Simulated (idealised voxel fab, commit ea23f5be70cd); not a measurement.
A process module follows: voxel spacer lines.
This is section cut - it's 245 nm across, gridded in 5 nm square cells.
Cross-section spec: square-cell grid; bands listed top down; each band is one or more rows.
A band entry consists of two parts. The first gives the height of the band's top and the height of its bottom, in nm. The rest lists the band's materials from left to right, each with its width in nm. A single material labelled with the word "full width" fills the band from edge to edge, and the word "blank" marks empty space.
Basically, 0 is our baseline, since under it the wafer straight out of the box is all one material. The bottom band has no lower end and keeps on going down, so it looks like "0 and below".
With a width like "30 to 40", each row of cells in the band differs from the next by the same amount, the top row carrying the first number and the bottom row the second.
No cell of the cross-section changed in a step that is given as "remains unaltered".
In "Enclosed void listing" the enclosed voids are listed, meaning empty spaces of 8 cells or larger without any opening to the top. The form is width x height at distance, distance from the left edge, units nm.
Where a step's line continues beyond its settings, the continuation is a remark by the simulator itself on that step.
The optional step-line setting "overlay nm" applies to steps with a mask and quantifies how far to the right of its planned location the mask lay, a negative value indicating leftward placement.

# These are the steps we planned for the process
| 1 | RECEIVE (material Si) |
| 2 | CONFORMAL_DEP (material Al2O3; thk nm 10) |
| 3 | DIRECTIONAL_DEP (material TiN; thk nm 10) |
| 4 | DIRECTIONAL_DEP (material aC; thk nm 20) |
| 5 | PATTERN (tone cover; mask id MANDREL; material resist; width nm 20; pitch nm 70; thk nm 30; overlay nm 0) |
| 6 | DIRECTIONAL_ETCH (etch materials aC; depth nm 20) |
| 7 | STRIP (etch materials resist) |
| 8 | CONFORMAL_DEP (material SiO2; thk nm 15) |
| 9 | DIRECTIONAL_ETCH (etch materials SiO2; depth nm 15) |
| 10 | STRIP (etch materials aC) |
| 11 | DIRECTIONAL_ETCH (etch materials TiN; depth nm 10) |
| 12 | STRIP (etch materials SiO2) |

# As received (post step 1): cross-section
* 0 and below  Si full width
* Enclosed void listing: none

# Cross-sectional image of the first of two wafers at the end of the module, the run having proceeded as planned
* 20 down to 10  blank=25, then TiN=15, then blank=20, then TiN=15, then blank=20, then TiN=15, then blank=20, then TiN=15, then blank=20, then TiN=15, then blank=20, then TiN=15, then blank=30
* 10 down to 0  Al2O3 full width
* 0 and below  Si full width
* Enclosed void listing: none

# Here's the second of our two wafers sectioned at module end. Same start as the first, same plan, but one mistake got made running it
* 10 down to 0  blank=25, then TiN=15, then blank=20, then TiN=15, then blank=20, then TiN=15, then blank=20, then TiN=15, then blank=20, then TiN=15, then blank=20, then TiN=15, then blank=30
* 0 and below  Si full width
* Enclosed void listing: none
What was done differently from what was planned? step 2 of the plan was omitted and not executed
End check, counted in cells, second wafer has more or fewer of these materials than the first: 98 fewer of Al2O3
